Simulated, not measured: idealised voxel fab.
process module | voxel plated lines
The width of the displayed cross-section, cut, is 185 nm; its cells are square, with a size of 5 nm.
In this document a cross-section is written as a grid of square cells. It is given as a series of bands, listed from the top down, and a band is one or more rows of cells.
Per band: top height and bottom height in nm, followed by the left-to-right materials and their widths in nm; "throughout" marks a single material spanning edge to edge, "air" marks empty space.
For the purposes of this specification, 0 denotes the height below which the wafer in its as-received condition is composed wholly of one material, and the lowermost band, lacking a lower limit, extends downward without end, as expressed in "z 0 and below".
Think of "30 to 40" as a width that walks from the first number to the second as you go down the band, top row to bottom row, taking equal-sized steps from row to row.
Where a step carries "identical to before", the cross-section came out of it unchanged, cell for cell.
Closed empty spaces (no open way to the top) of 8 cells or more are what "Sealed cavities" lists, each as width x height at distance from the left edge, nm for all three.
Where a step's line continues beyond its settings, the continuation is a remark by the simulator itself on that step.
Steps that use a mask can have "overlay nm" on their line. It says how far the mask sat to the right of where it was meant to be. Negative means to the left.
Steps in the process plan
1. op RECEIVE | material Si
2. op CONFORMAL_DEP | material Al2O3 | thk nm 15
3. op DIRECTIONAL_DEP | material TiN | thk nm 5
4. op PATTERN | tone open | mask id LINES | material resist | width nm 20 | pitch nm 35 | thk nm 15 | overlay nm 0
5. op EPI | material Ru | thk nm 5
6. op STRIP | etch materials resist
7. op DIRECTIONAL_ETCH | etch materials TiN | depth nm 5
8. op CONFORMAL_DEP | material SiO2 | thk nm 5
The cross-section here shows the wafer as received, i.e. in its state after step 1
    z 0 and below = Si throughout
    Sealed cavities: none
Starting wafer: above. Plan: above. Run: one mistake. Cross-section after the module: below
    z 25 to 20 = 45 of air | 20 of Ru | 15 of air | 20 of Ru | 15 of air | 20 of Ru | 50 of air
    z 20 to 15 = 45 of air | 20 of TiN | 15 of air | 20 of TiN | 15 of air | 20 of TiN | 50 of air
    z 15 to 0 = Al2O3 throughout
    z 0 and below = Si throughout
    Sealed cavities: none
What was the processing mistake? heads up, step 8 of the plan was skipped and never actually ran
